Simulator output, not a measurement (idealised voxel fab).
The following is a process module called voxel wiring stack.
In the cross-section labelled cut, the width is 255 nm and each square cell is 5 nm.
Cross-section layout: square cells on a grid; listed as bands, top to bottom; a band spans one or more cell rows.
Band entry format. Leading values: height of top, height of bottom, nm. Remainder: materials in left-to-right order, each with its width in nm. Special words: "all across" on a single material, which then fills the band edge to edge; "air", empty space.
The level at which height equals 0 is the one under which the wafer, as it arrives, is entirely one material. No lower edge exists for the bottom band, which continues downward and is notated as in "0 nm and below".
It should be noted that a width expressed as "30..40" varies in equal increments from row to row of cells within the band, taking the value of the first number at the top row and that of the second number at the bottom row.
Where the words "no change occurred" appear for a step, the cross-section shows no cell changed by that step; every cell remained as before.
"Closed cavities": sealed empty spaces, 8 cells or more, no open way to top, listed width x height at distance, with distance from the left edge and width, height and distance in nm.
Past the settings on a step's line: simulator remark, on that step.
If you see "overlay nm" on a step's line and that step has a mask, it's telling you how far right of where it was planned the mask ended up; a negative number means it went left instead.
Reading guide: pairs of cross-sections, before and after one process step; after view cut off at lowest changed band; step and settings listed under each pair. Pairs may stem from different runs of this module on the same starting wafer; continuity with the pair above only where the "State on entry" entry states it.
State on entry:
* 105 nm to 100 nm = 60 TiN | 25 air | 30 TiN | 25 air | 30 TiN | 25 air | 60 TiN
* 100 nm to 90 nm = 55 lowk | 5 TiN | 25 air | 5 TiN | 20 lowk | 5 TiN | 25 air | 5 TiN | 20 lowk | 5 TiN | 25 air | 5 TiN | 55 lowk
* 90 nm to 85 nm = 55 lowk | 10 TiN | 5 air | 20 TiN | 20 lowk | 10 TiN | 5 air | 20 TiN | 20 lowk | 10 TiN | 5 air | 20 TiN | 55 lowk
* 85 nm to 75 nm = 60 lowk | 5 TiN | 5 air | 5 TiN | 40 lowk | 5 TiN | 5 air | 5 TiN | 40 lowk | 5 TiN | 5 air | 5 TiN | 70 lowk
* 75 nm to 70 nm = 60 SiCN | 15 TiN | 40 SiCN | 15 TiN | 40 SiCN | 15 TiN | 70 SiCN
* 70 nm to 60 nm = 60 lowk | 5 TiN | 15 Ru | 5 TiN | 30 lowk | 5 TiN | 15 Ru | 5 TiN | 30 lowk | 5 TiN | 15 Ru | 5 TiN | 60 lowk
* 60 nm to 55 nm = 60 lowk | 5 TiN | 5 Ru | 15 TiN | 30 lowk | 5 TiN | 5 Ru | 15 TiN | 30 lowk | 5 TiN | 5 Ru | 15 TiN | 60 lowk
* 55 nm to 45 nm = 60 lowk | 5 TiN | 5 Ru | 5 TiN | 40 lowk | 5 TiN | 5 Ru | 5 TiN | 40 lowk | 5 TiN | 5 Ru | 5 TiN | 70 lowk
* 45 nm to 40 nm = 60 SiCN | 15 TiN | 40 SiCN | 15 TiN | 40 SiCN | 15 TiN | 70 SiCN
* 40 nm to 35 nm = 55 SiCN | 35 Ru | 20 SiCN | 35 Ru | 20 SiCN | 35 Ru | 55 SiCN
* 35 nm to 15 nm = 60 SiO2 | 5 TiN | 15 W | 5 TiN | 30 SiO2 | 5 TiN | 15 W | 5 TiN | 30 SiO2 | 5 TiN | 15 W | 5 TiN | 60 SiO2
* 15 nm to 10 nm = 60 SiCN | 25 TiN | 30 SiCN | 25 TiN | 30 SiCN | 25 TiN | 60 SiCN
* 10 nm to 0 nm = SiO2 all across
* 0 nm and below = Si all across
* Closed cavities: none
Post-Step Geometry:
* 115 nm to 105 nm = Cu all across
* 105 nm to 100 nm = 60 TiN | 25 Cu | 30 TiN | 25 Cu | 30 TiN | 25 Cu | 60 TiN
* 100 nm to 90 nm = 55 lowk | 5 TiN | 25 Cu | 5 TiN | 20 lowk | 5 TiN | 25 Cu | 5 TiN | 20 lowk | 5 TiN | 25 Cu | 5 TiN | 55 lowk
* 90 nm to 85 nm = 55 lowk | 10 TiN | 5 Cu | 20 TiN | 20 lowk | 10 TiN | 5 Cu | 20 TiN | 20 lowk | 10 TiN | 5 Cu | 20 TiN | 55 lowk
* 85 nm to 75 nm = 60 lowk | 5 TiN | 5 Cu | 5 TiN | 40 lowk | 5 TiN | 5 Cu | 5 TiN | 40 lowk | 5 TiN | 5 Cu | 5 TiN | 70 lowk
* Everything under 75 stays put, no change at all.
* Closed cavities: none
What step was run between the cross-section before it and the cross-section after it, both above? FILL_DEP [material Cu] [thk nm 10]
State on entry: unchanged from the after cross-section in the pair immediately above; refer to that figure.
Post-Step Geometry:
* 100 nm to 90 nm = 55 lowk | 5 TiN | 25 Cu | 5 TiN | 20 lowk | 5 TiN | 25 Cu | 5 TiN | 20 lowk | 5 TiN | 25 Cu | 5 TiN | 55 lowk
* Everything under 90 stays put, no change at all.
* Closed cavities: none
What step was run between the cross-section before it and the cross-section after it, both above? CMP [height nm 100]
State on entry: unchanged from the after cross-section in the pair immediately above; refer to that figure.
Post-Step Geometry:
* 105 nm to 100 nm = SiN all across
* Everything under 100 stays put, no change at all.
* Closed cavities: none
What step was run between the cross-section before it and the cross-section after it, both above? CONFORMAL_DEP [material SiN] [thk nm 5]
State on entry:
* 35 nm to 15 nm = 60 SiO2 | 25 air | 30 SiO2 | 25 air | 30 SiO2 | 25 air | 60 SiO2
* 15 nm to 10 nm = SiCN all across
* 10 nm to 0 nm = SiO2 all across
* 0 nm and below = Si all across
* Closed cavities: none
Post-Step Geometry:
* 35 nm to 15 nm = 60 SiO2 | 25 air | 30 SiO2 | 25 air | 30 SiO2 | 25 air | 60 SiO2
* 15 nm to 10 nm = 60 SiCN | 20 air | 35 SiCN | 20 air | 35 SiCN | 20 air | 65 SiCN
* Everything under 10 stays put, no change at all.
* Closed cavities: none
What step was run between the cross-section before it and the cross-section after it, both above? MASKED_ETCH [tone open] [mask id METAL_1] [width nm 25] [pitch nm 55] [etch materials SiCN] [depth nm 5] [overlay nm -5]
State on entry: unchanged from the after cross-section in the pair immediately above; refer to that figure.
Post-Step Geometry:
* 40 nm to 35 nm = 65 TiN | 15 air | 40 TiN | 15 air | 40 TiN | 15 air | 65 TiN
* 35 nm to 20 nm = 60 SiO2 | 5 TiN | 15 air | 5 TiN | 30 SiO2 | 5 TiN | 15 air | 5 TiN | 30 SiO2 | 5 TiN | 15 air | 5 TiN | 60 SiO2
* 20 nm to 15 nm = 60 SiO2 | 5 TiN | 10 air | 10 TiN | 30 SiO2 | 5 TiN | 10 air | 10 TiN | 30 SiO2 | 5 TiN | 10 air | 10 TiN | 60 SiO2
* 15 nm to 10 nm = 60 SiCN | 20 TiN | 35 SiCN | 20 TiN | 35 SiCN | 20 TiN | 65 SiCN
* Everything under 10 stays put, no change at all.
* Closed cavities: none
What step was run between the cross-section before it and the cross-section after it, both above? CONFORMAL_DEP [material TiN] [thk nm 5]
State on entry: unchanged from the after cross-section in the pair immediately above; refer to that figure.
Post-Step Geometry:
* 45 nm to 40 nm = W all across
* 40 nm to 35 nm = 65 TiN | 15 W | 40 TiN | 15 W | 40 TiN | 15 W | 65 TiN
* 35 nm to 20 nm = 60 SiO2 | 5 TiN | 15 W | 5 TiN | 30 SiO2 | 5 TiN | 15 W | 5 TiN | 30 SiO2 | 5 TiN | 15 W | 5 TiN | 60 SiO2
* 20 nm to 15 nm = 60 SiO2 | 5 TiN | 10 W | 10 TiN | 30 SiO2 | 5 TiN | 10 W | 10 TiN | 30 SiO2 | 5 TiN | 10 W | 10 TiN | 60 SiO2
* Everything under 15 stays put, no change at all.
* Closed cavities: none
What step was run between the cross-section before it and the cross-section after it, both above? FILL_DEP [material W] [thk nm 5]
State on entry: unchanged from the after cross-section in the pair immediately above; refer to that figure.
Post-Step Geometry:
* 35 nm to 20 nm = 60 SiO2 | 5 TiN | 15 W | 5 TiN | 30 SiO2 | 5 TiN | 15 W | 5 TiN | 30 SiO2 | 5 TiN | 15 W | 5 TiN | 60 SiO2
* Everything under 20 stays put, no change at all.
* Closed cavities: none
What step was run between the cross-section before it and the cross-section after it, both above? CMP [height nm 35]
State on entry: unchanged from the after cross-section in the pair immediately above; refer to that figure.
Post-Step Geometry:
* 40 nm to 35 nm = 55 air | 35 Ru | 20 air | 35 Ru | 20 air | 35 Ru | 55 air
* Everything under 35 stays put, no change at all.
* Closed cavities: none
What step was run between the cross-section before it and the cross-section after it, both above? EPI [material Ru] [thk nm 5]
State on entry: unchanged from the after cross-section in the pair immediately above; refer to that figure.
Post-Step Geometry:
* 45 nm to 40 nm = SiCN all across
* 40 nm to 35 nm = 55 SiCN | 35 Ru | 20 SiCN | 35 Ru | 20 SiCN | 35 Ru | 55 SiCN
* Everything under 35 stays put, no change at all.
* Closed cavities: none
What step was run between the cross-section before it and the cross-section after it, both above? FILL_DEP [material SiCN] [thk nm 5]
State on entry: unchanged from the after cross-section in the pair immediately above; refer to that figure.
Post-Step Geometry:
* 70 nm to 45 nm = lowk all across
* Everything under 45 stays put, no change at all.
* Closed cavities: none
What step was run between the cross-section before it and the cross-section after it, both above? DIRECTIONAL_DEP [material lowk] [thk nm 25]
State on entry: unchanged from the after cross-section in the pair immediately above; refer to that figure.
Post-Step Geometry:
* 80 nm to 70 nm = aC all across
* Everything under 70 stays put, no change at all.
* Closed cavities: none
What step was run between the cross-section before it and the cross-section after it, both above? DIRECTIONAL_DEP [material aC] [thk nm 10]
State on entry: unchanged from the after cross-section in the pair immediately above; refer to that figure.
Post-Step Geometry:
* 110 nm to 80 nm = 60 resist | 15 air | 40 resist | 15 air | 40 resist | 15 air | 70 resist
* Everything under 80 stays put, no change at all.
* Closed cavities: none
What step was run between the cross-section before it and the cross-section after it, both above? PATTERN [tone open] [mask id METAL_2_HOLES] [material resist] [width nm 15] [pitch nm 55] [thk nm 30] [overlay nm 0]
State on entry: unchanged from the after cross-section in the pair immediately above; refer to that figure.
Post-Step Geometry:
* 100 nm to 80 nm = 60 resist | 15 air | 40 resist | 15 air | 40 resist | 15 air | 70 resist
* 80 nm to 70 nm = 60 aC | 15 air | 40 aC | 15 air | 40 aC | 15 air | 70 aC
* Everything under 70 stays put, no change at all.
* Closed cavities: none
What step was run between the cross-section before it and the cross-section after it, both above? DIRECTIONAL_ETCH [etch materials aC] [depth nm 10]
State on entry: unchanged from the after cross-section in the pair immediately above; refer to that figure.
Post-Step Geometry:
* 80 nm to 70 nm = 60 aC | 15 air | 40 aC | 15 air | 40 aC | 15 air | 70 aC
* Everything under 70 stays put, no change at all.
* Closed cavities: none
What step was run between the cross-section before it and the cross-section after it, both above? STRIP [etch materials resist]
State on entry: unchanged from the after cross-section in the pair immediately above; refer to that figure.
Post-Step Geometry:
* 80 nm to 70 nm = 60 aC | 15 air | 40 aC | 15 air | 40 aC | 15 air | 70 aC
* 70 nm to 45 nm = 60 lowk | 15 air | 40 lowk | 15 air | 40 lowk | 15 air | 70 lowk
* Everything under 45 stays put, no change at all.
* Closed cavities: none
What step was run between the cross-section before it and the cross-section after it, both above? DIRECTIONAL_ETCH [etch materials lowk] [depth nm 25]
State on entry: unchanged from the after cross-section in the pair immediately above; refer to that figure.
Post-Step Geometry:
* 70 nm to 45 nm = 60 lowk | 15 air | 40 lowk | 15 air | 40 lowk | 15 air | 70 lowk
* Everything under 45 stays put, no change at all.
* Closed cavities: none
What step was run between the cross-section before it and the cross-section after it, both above? STRIP [etch materials aC]
State on entry: unchanged from the after cross-section in the pair immediately above; refer to that figure.
Post-Step Geometry:
* 90 nm to 70 nm = 60 resist | 25 air | 30 resist | 25 air | 30 resist | 25 air | 60 resist
* Everything under 70 stays put, no change at all.
* Closed cavities: none
What step was run between the cross-section before it and the cross-section after it, both above? PATTERN [tone open] [mask id METAL_2] [material resist] [width nm 25] [pitch nm 55] [thk nm 20] [overlay nm 0]
State on entry: unchanged from the after cross-section in the pair immediately above; refer to that figure.
Post-Step Geometry:
* 90 nm to 70 nm = 60 resist | 25 air | 30 resist | 25 air | 30 resist | 25 air | 60 resist
* 70 nm to 55 nm = 60 lowk | 25 air | 30 lowk | 25 air | 30 lowk | 25 air | 60 lowk
* Everything under 55 stays put, no change at all.
* Closed cavities: none
What step was run between the cross-section before it and the cross-section after it, both above? DIRECTIONAL_ETCH [etch materials lowk] [depth nm 15]
State on entry: unchanged from the after cross-section in the pair immediately above; refer to that figure.
Post-Step Geometry:
* 90 nm to 70 nm = 60 resist | 25 air | 30 resist | 25 air | 30 resist | 25 air | 60 resist
* 70 nm to 55 nm = 60 lowk | 25 air | 30 lowk | 25 air | 30 lowk | 25 air | 60 lowk
* 55 nm to 45 nm = 60 lowk | 15 air | 40 lowk | 15 air | 40 lowk | 15 air | 70 lowk
* 45 nm to 40 nm = 60 SiCN | 15 air | 40 SiCN | 15 air | 40 SiCN | 15 air | 70 SiCN
* Everything under 40 stays put, no change at all.
* Closed cavities: none
What step was run between the cross-section before it and the cross-section after it, both above? DIRECTIONAL_ETCH [etch materials SiCN] [depth nm 5]
State on entry: unchanged from the after cross-section in the pair immediately above; refer to that figure.
Post-Step Geometry:
* 70 nm to 55 nm = 60 lowk | 25 air | 30 lowk | 25 air | 30 lowk | 25 air | 60 lowk
* Everything under 55 stays put, no change at all.
* Closed cavities: none
What step was run between the cross-section before it and the cross-section after it, both above? STRIP [etch materials resist]
State on entry: unchanged from the after cross-section in the pair immediately above; refer to that figure.
Post-Step Geometry:
* 75 nm to 70 nm = 65 TiN | 15 air | 40 TiN | 15 air | 40 TiN | 15 air | 65 TiN
* 70 nm to 60 nm = 60 lowk | 5 TiN | 15 air | 5 TiN | 30 lowk | 5 TiN | 15 air | 5 TiN | 30 lowk | 5 TiN | 15 air | 5 TiN | 60 lowk
* 60 nm to 55 nm = 60 lowk | 5 TiN | 5 air | 15 TiN | 30 lowk | 5 TiN | 5 air | 15 TiN | 30 lowk | 5 TiN | 5 air | 15 TiN | 60 lowk
* 55 nm to 45 nm = 60 lowk | 5 TiN | 5 air | 5 TiN | 40 lowk | 5 TiN | 5 air | 5 TiN | 40 lowk | 5 TiN | 5 air | 5 TiN | 70 lowk
* 45 nm to 40 nm = 60 SiCN | 15 TiN | 40 SiCN | 15 TiN | 40 SiCN | 15 TiN | 70 SiCN
* Everything under 40 stays put, no change at all.
* Closed cavities: none
What step was run between the cross-section before it and the cross-section after it, both above? CONFORMAL_DEP [material TiN] [thk nm 5]
State on entry: unchanged from the after cross-section in the pair immediately above; refer to that figure.
Post-Step Geometry:
* 85 nm to 75 nm = Ru all across
* 75 nm to 70 nm = 65 TiN | 15 Ru | 40 TiN | 15 Ru | 40 TiN | 15 Ru | 65 TiN
* 70 nm to 60 nm = 60 lowk | 5 TiN | 15 Ru | 5 TiN | 30 lowk | 5 TiN | 15 Ru | 5 TiN | 30 lowk | 5 TiN | 15 Ru | 5 TiN | 60 lowk
* 60 nm to 55 nm = 60 lowk | 5 TiN | 5 Ru | 15 TiN | 30 lowk | 5 TiN | 5 Ru | 15 TiN | 30 lowk | 5 TiN | 5 Ru | 15 TiN | 60 lowk
* 55 nm to 45 nm = 60 lowk | 5 TiN | 5 Ru | 5 TiN | 40 lowk | 5 TiN | 5 Ru | 5 TiN | 40 lowk | 5 TiN | 5 Ru | 5 TiN | 70 lowk
* Everything under 45 stays put, no change at all.
* Closed cavities: none
What step was run between the cross-section before it and the cross-section after it, both above? FILL_DEP [material Ru] [thk nm 10]
State on entry: unchanged from the after cross-section in the pair immediately above; refer to that figure.
Post-Step Geometry:
* 70 nm to 60 nm = 60 lowk | 5 TiN | 15 Ru | 5 TiN | 30 lowk | 5 TiN | 15 Ru | 5 TiN | 30 lowk | 5 TiN | 15 Ru | 5 TiN | 60 lowk
* Everything under 60 stays put, no change at all.
* Closed cavities: none
What step was run between the cross-section before it and the cross-section after it, both above? CMP [height nm 70]
State on entry: unchanged from the after cross-section in the pair immediately above; refer to that figure.
Post-Step Geometry:
* 75 nm to 70 nm = SiCN all across
* Everything under 70 stays put, no change at all.
* Closed cavities: none
What step was run between the cross-section before it and the cross-section after it, both above? CONFORMAL_DEP [material SiCN] [thk nm 5]
State on entry: unchanged from the after cross-section in the pair immediately above; refer to that figure.
Post-Step Geometry:
* 100 nm to 75 nm = lowk all across
* Everything under 75 stays put, no change at all.
* Closed cavities: none
What step was run between the cross-section before it and the cross-section after it, both above? DIRECTIONAL_DEP [material lowk] [thk nm 25]
State on entry: unchanged from the after cross-section in the pair immediately above; refer to that figure.
Post-Step Geometry:
* 115 nm to 100 nm = aC all across
* Everything under 100 stays put, no change at all.
* Closed cavities: none
What step was run between the cross-section before it and the cross-section after it, both above? DIRECTIONAL_DEP [material aC] [thk nm 15]
State on entry: unchanged from the after cross-section in the pair immediately above; refer to that figure.
Post-Step Geometry:
* 145 nm to 115 nm = 60 resist | 25 air | 30 resist | 25 air | 30 resist | 25 air | 60 resist
* Everything under 115 stays put, no change at all.
* Closed cavities: none
What step was run between the cross-section before it and the cross-section after it, both above? PATTERN [tone open] [mask id METAL_3] [material resist] [width nm 25] [pitch nm 55] [thk nm 30] [overlay nm 0]
State on entry: unchanged from the after cross-section in the pair immediately above; refer to that figure.
Post-Step Geometry:
* 130 nm to 115 nm = 60 resist | 25 air | 30 resist | 25 air | 30 resist | 25 air | 60 resist
* 115 nm to 100 nm = 60 aC | 25 air | 30 aC | 25 air | 30 aC | 25 air | 60 aC
* Everything under 100 stays put, no change at all.
* Closed cavities: none
What step was run between the cross-section before it and the cross-section after it, both above? DIRECTIONAL_ETCH [etch materials aC] [depth nm 15]
State on entry: unchanged from the after cross-section in the pair immediately above; refer to that figure.
Post-Step Geometry:
* 115 nm to 100 nm = 60 aC | 25 air | 30 aC | 25 air | 30 aC | 25 air | 60 aC
* Everything under 100 stays put, no change at all.
* Closed cavities: none
What step was run between the cross-section before it and the cross-section after it, both above? STRIP [etch materials resist]
State on entry: unchanged from the after cross-section in the pair immediately above; refer to that figure.
Post-Step Geometry:
* 115 nm to 100 nm = 60 aC | 25 air | 30 aC | 25 air | 30 aC | 25 air | 60 aC
* 100 nm to 85 nm = 60 lowk | 25 air | 30 lowk | 25 air | 30 lowk | 25 air | 60 lowk
* Everything under 85 stays put, no change at all.
* Closed cavities: none
What step was run between the cross-section before it and the cross-section after it, both above? DIRECTIONAL_ETCH [etch materials lowk] [depth nm 15]
State on entry: unchanged from the after cross-section in the pair immediately above; refer to that figure.
Post-Step Geometry:
* 100 nm to 85 nm = 60 lowk | 25 air | 30 lowk | 25 air | 30 lowk | 25 air | 60 lowk
* Everything under 85 stays put, no change at all.
* Closed cavities: none
What step was run between the cross-section before it and the cross-section after it, both above? STRIP [etch materials aC]
State on entry: unchanged from the after cross-section in the pair immediately above; refer to that figure.
Post-Step Geometry:
* 120 nm to 100 nm = 60 resist | 15 air | 40 resist | 15 air | 40 resist | 15 air | 70 resist
* 100 nm to 85 nm = 60 lowk | 15 air | 10 resist | 30 lowk | 15 air | 10 resist | 30 lowk | 15 air | 10 resist | 60 lowk
* Everything under 85 stays put, no change at all.
* Closed cavities: none
What step was run between the cross-section before it and the cross-section after it, both above? PATTERN [tone open] [mask id METAL_3_HOLES] [material resist] [width nm 15] [pitch nm 55] [thk nm 20] [overlay nm 0]
State on entry: unchanged from the after cross-section in the pair immediately above; refer to that figure.
Post-Step Geometry:
* 120 nm to 100 nm = 60 resist | 15 air | 40 resist | 15 air | 40 resist | 15 air | 70 resist
* 100 nm to 85 nm = 60 lowk | 15 air | 10 resist | 30 lowk | 15 air | 10 resist | 30 lowk | 15 air | 10 resist | 60 lowk
* 85 nm to 75 nm = 60 lowk | 15 air | 40 lowk | 15 air | 40 lowk | 15 air | 70 lowk
* Everything under 75 stays put, no change at all.
* Closed cavities: none
What step was run between the cross-section before it and the cross-section after it, both above? DIRECTIONAL_ETCH [etch materials lowk] [depth nm 10]
State on entry: unchanged from the after cross-section in the pair immediately above; refer to that figure.
Post-Step Geometry:
* 120 nm to 100 nm = 60 resist | 15 air | 40 resist | 15 air | 40 resist | 15 air | 70 resist
* 100 nm to 85 nm = 60 lowk | 15 air | 10 resist | 30 lowk | 15 air | 10 resist | 30 lowk | 15 air | 10 resist | 60 lowk
* 85 nm to 75 nm = 60 lowk | 15 air | 40 lowk | 15 air | 40 lowk | 15 air | 70 lowk
* 75 nm to 70 nm = 60 SiCN | 15 air | 40 SiCN | 15 air | 40 SiCN | 15 air | 70 SiCN
* Everything under 70 stays put, no change at all.
* Closed cavities: none
What step was run between the cross-section before it and the cross-section after it, both above? DIRECTIONAL_ETCH [etch materials SiCN] [depth nm 5]
State on entry: unchanged from the after cross-section in the pair immediately above; refer to that figure.
Post-Step Geometry:
* 100 nm to 85 nm = 60 lowk | 25 air | 30 lowk | 25 air | 30 lowk | 25 air | 60 lowk
* Everything under 85 stays put, no change at all.
* Closed cavities: none
What step was run between the cross-section before it and the cross-section after it, both above? STRIP [etch materials resist]
State on entry: unchanged from the after cross-section in the pair immediately above; refer to that figure.
Post-Step Geometry:
* 105 nm to 100 nm = 65 TiN | 15 air | 40 TiN | 15 air | 40 TiN | 15 air | 65 TiN
* 100 nm to 90 nm = 60 lowk | 5 TiN | 15 air | 5 TiN | 30 lowk | 5 TiN | 15 air | 5 TiN | 30 lowk | 5 TiN | 15 air | 5 TiN | 60 lowk
* 90 nm to 85 nm = 60 lowk | 5 TiN | 5 air | 15 TiN | 30 lowk | 5 TiN | 5 air | 15 TiN | 30 lowk | 5 TiN | 5 air | 15 TiN | 60 lowk
* 85 nm to 75 nm = 60 lowk | 5 TiN | 5 air | 5 TiN | 40 lowk | 5 TiN | 5 air | 5 TiN | 40 lowk | 5 TiN | 5 air | 5 TiN | 70 lowk
* 75 nm to 70 nm = 60 SiCN | 15 TiN | 40 SiCN | 15 TiN | 40 SiCN | 15 TiN | 70 SiCN
* Everything under 70 stays put, no change at all.
* Closed cavities: none
What step was run between the cross-section before it and the cross-section after it, both above? CONFORMAL_DEP [material TiN] [thk nm 5]
State on entry: unchanged from the after cross-section in the pair immediately above; refer to that figure.
Post-Step Geometry:
* 115 nm to 105 nm = Cu all across
* 105 nm to 100 nm = 65 TiN | 15 Cu | 40 TiN | 15 Cu | 40 TiN | 15 Cu | 65 TiN
* 100 nm to 90 nm = 60 lowk | 5 TiN | 15 Cu | 5 TiN | 30 lowk | 5 TiN | 15 Cu | 5 TiN | 30 lowk | 5 TiN | 15 Cu | 5 TiN | 60 lowk
* 90 nm to 85 nm = 60 lowk | 5 TiN | 5 Cu | 15 TiN | 30 lowk | 5 TiN | 5 Cu | 15 TiN | 30 lowk | 5 TiN | 5 Cu | 15 TiN | 60 lowk
* 85 nm to 75 nm = 60 lowk | 5 TiN | 5 Cu | 5 TiN | 40 lowk | 5 TiN | 5 Cu | 5 TiN | 40 lowk | 5 TiN | 5 Cu | 5 TiN | 70 lowk
* Everything under 75 stays put, no change at all.
* Closed cavities: none
What step was run between the cross-section before it and the cross-section after it, both above? FILL_DEP [material Cu] [thk nm 10]
State on entry: unchanged from the after cross-section in the pair immediately above; refer to that figure.
Post-Step Geometry:
* 100 nm to 90 nm = 60 lowk | 5 TiN | 15 Cu | 5 TiN | 30 lowk | 5 TiN | 15 Cu | 5 TiN | 30 lowk | 5 TiN | 15 Cu | 5 TiN | 60 lowk
* Everything under 90 stays put, no change at all.
* Closed cavities: none
What step was run between the cross-section before it and the cross-section after it, both above? CMP [height nm 100]
State on entry: unchanged from the after cross-section in the pair immediately above; refer to that figure.
Post-Step Geometry:
* 105 nm to 100 nm = SiN all across
* Everything under 100 stays put, no change at all.
* Closed cavities: none
What step was run between the cross-section before it and the cross-section after it, both above? CONFORMAL_DEP [material SiN] [thk nm 5]
State on entry:
* 35 nm to 15 nm = 60 SiO2 | 25 air | 30 SiO2 | 25 air | 30 SiO2 | 25 air | 60 SiO2
* 15 nm to 10 nm = 60 SiCN | 25 air | 30 SiCN | 25 air | 30 SiCN | 25 air | 60 SiCN
* 10 nm to 0 nm = SiO2 all across
* 0 nm and below = Si all across
* Closed cavities: none
Post-Step Geometry:
* 40 nm to 35 nm = 65 Ru | 15 air | 40 Ru | 15 air | 40 Ru | 15 air | 65 Ru
* 35 nm to 15 nm = 60 SiO2 | 5 Ru | 15 air | 5 Ru | 30 SiO2 | 5 Ru | 15 air | 5 Ru | 30 SiO2 | 5 Ru | 15 air | 5 Ru | 60 SiO2
* 15 nm to 10 nm = 60 SiCN | 25 Ru | 30 SiCN | 25 Ru | 30 SiCN | 25 Ru | 60 SiCN
* Everything under 10 stays put, no change at all.
* Closed cavities: none
What step was run between the cross-section before it and the cross-section after it, both above? CONFORMAL_DEP [material Ru] [thk nm 5]
State on entry: unchanged from the after cross-section in the pair immediately above; refer to that figure.
Post-Step Geometry:
* 45 nm to 40 nm = W all across
* 40 nm to 35 nm = 65 Ru | 15 W | 40 Ru | 15 W | 40 Ru | 15 W | 65 Ru
* 35 nm to 15 nm = 60 SiO2 | 5 Ru | 15 W | 5 Ru | 30 SiO2 | 5 Ru | 15 W | 5 Ru | 30 SiO2 | 5 Ru | 15 W | 5 Ru | 60 SiO2
* Everything under 15 stays put, no change at all.
* Closed cavities: none
What step was run between the cross-section before it and the cross-section after it, both above? FILL_DEP [material W] [thk nm 5]
State on entry: unchanged from the after cross-section in the pair immediately above; refer to that figure.
Post-Step Geometry:
* 35 nm to 15 nm = 60 SiO2 | 5 Ru | 15 W | 5 Ru | 30 SiO2 | 5 Ru | 15 W | 5 Ru | 30 SiO2 | 5 Ru | 15 W | 5 Ru | 60 SiO2
* Everything under 15 stays put, no change at all.
* Closed cavities: none
What step was run between the cross-section before it and the cross-section after it, both above? CMP [height nm 35]
State on entry: unchanged from the after cross-section in the pair immediately above; refer to that figure.
Post-Step Geometry:
* 40 nm to 35 nm = 55 air | 35 Ru | 20 air | 35 Ru | 20 air | 35 Ru | 55 air
* Everything under 35 stays put, no change at all.
* Closed cavities: none
What step was run between the cross-section before it and the cross-section after it, both above? EPI [material Ru] [thk nm 5]
State on entry: unchanged from the after cross-section in the pair immediately above; refer to that figure.
Post-Step Geometry:
* 45 nm to 40 nm = SiCN all across
* 40 nm to 35 nm = 55 SiCN | 35 Ru | 20 SiCN | 35 Ru | 20 SiCN | 35 Ru | 55 SiCN
* Everything under 35 stays put, no change at all.
* Closed cavities: none
What step was run between the cross-section before it and the cross-section after it, both above? FILL_DEP [material SiCN] [thk nm 5]
State on entry: unchanged from the after cross-section in the pair immediately above; refer to that figure.
Post-Step Geometry:
* 70 nm to 45 nm = lowk all across
* Everything under 45 stays put, no change at all.
* Closed cavities: none
What step was run between the cross-section before it and the cross-section after it, both above? DIRECTIONAL_DEP [material lowk] [thk nm 25]
State on entry: unchanged from the after cross-section in the pair immediately above; refer to that figure.
Post-Step Geometry:
* 80 nm to 70 nm = aC all across
* Everything under 70 stays put, no change at all.
* Closed cavities: none
What step was run between the cross-section before it and the cross-section after it, both above? DIRECTIONAL_DEP [material aC] [thk nm 10]
State on entry: unchanged from the after cross-section in the pair immediately above; refer to that figure.
Post-Step Geometry:
* 110 nm to 80 nm = 60 resist | 15 air | 40 resist | 15 air | 40 resist | 15 air | 70 resist
* Everything under 80 stays put, no change at all.
* Closed cavities: none
What step was run between the cross-section before it and the cross-section after it, both above? PATTERN [tone open] [mask id METAL_2_HOLES] [material resist] [width nm 15] [pitch nm 55] [thk nm 30] [overlay nm 0]
State on entry: unchanged from the after cross-section in the pair immediately above; refer to that figure.
Post-Step Geometry:
* 100 nm to 80 nm = 60 resist | 15 air | 40 resist | 15 air | 40 resist | 15 air | 70 resist
* 80 nm to 70 nm = 60 aC | 15 air | 40 aC | 15 air | 40 aC | 15 air | 70 aC
* Everything under 70 stays put, no change at all.
* Closed cavities: none
What step was run between the cross-section before it and the cross-section after it, both above? DIRECTIONAL_ETCH [etch materials aC] [depth nm 10]
State on entry: unchanged from the after cross-section in the pair immediately above; refer to that figure.
Post-Step Geometry:
* 80 nm to 70 nm = 60 aC | 15 air | 40 aC | 15 air | 40 aC | 15 air | 70 aC
* Everything under 70 stays put, no change at all.
* Closed cavities: none
What step was run between the cross-section before it and the cross-section after it, both above? STRIP [etch materials resist]
State on entry: unchanged from the after cross-section in the pair immediately above; refer to that figure.
Post-Step Geometry:
* 80 nm to 70 nm = 60 aC | 15 air | 40 aC | 15 air | 40 aC | 15 air | 70 aC
* 70 nm to 45 nm = 60 lowk | 15 air | 40 lowk | 15 air | 40 lowk | 15 air | 70 lowk
* Everything under 45 stays put, no change at all.
* Closed cavities: none
What step was run between the cross-section before it and the cross-section after it, both above? DIRECTIONAL_ETCH [etch materials lowk] [depth nm 25]
State on entry: unchanged from the after cross-section in the pair immediately above; refer to that figure.
Post-Step Geometry:
* 70 nm to 45 nm = 60 lowk | 15 air | 40 lowk | 15 air | 40 lowk | 15 air | 70 lowk
* Everything under 45 stays put, no change at all.
* Closed cavities: none
What step was run between the cross-section before it and the cross-section after it, both above? STRIP [etch materials aC]
State on entry: unchanged from the after cross-section in the pair immediately above; refer to that figure.
Post-Step Geometry:
* 90 nm to 70 nm = 60 resist | 25 air | 30 resist | 25 air | 30 resist | 25 air | 60 resist
* Everything under 70 stays put, no change at all.
* Closed cavities: none
What step was run between the cross-section before it and the cross-section after it, both above? PATTERN [tone open] [mask id METAL_2] [material resist] [width nm 25] [pitch nm 55] [thk nm 20] [overlay nm 0]
State on entry: unchanged from the after cross-section in the pair immediately above; refer to that figure.
Post-Step Geometry:
* 90 nm to 70 nm = 60 resist | 25 air | 30 resist | 25 air | 30 resist | 25 air | 60 resist
* 70 nm to 55 nm = 60 lowk | 25 air | 30 lowk | 25 air | 30 lowk | 25 air | 60 lowk
* Everything under 55 stays put, no change at all.
* Closed cavities: none
What step was run between the cross-section before it and the cross-section after it, both above? DIRECTIONAL_ETCH [etch materials lowk] [depth nm 15]
State on entry: unchanged from the after cross-section in the pair immediately above; refer to that figure.
Post-Step Geometry:
* 90 nm to 70 nm = 60 resist | 25 air | 30 resist | 25 air | 30 resist | 25 air | 60 resist
* 70 nm to 55 nm = 60 lowk | 25 air | 30 lowk | 25 air | 30 lowk | 25 air | 60 lowk
* 55 nm to 45 nm = 60 lowk | 15 air | 40 lowk | 15 air | 40 lowk | 15 air | 70 lowk
* 45 nm to 40 nm = 60 SiCN | 15 air | 40 SiCN | 15 air | 40 SiCN | 15 air | 70 SiCN
* Everything under 40 stays put, no change at all.
* Closed cavities: none
What step was run between the cross-section before it and the cross-section after it, both above? DIRECTIONAL_ETCH [etch materials SiCN] [depth nm 5]
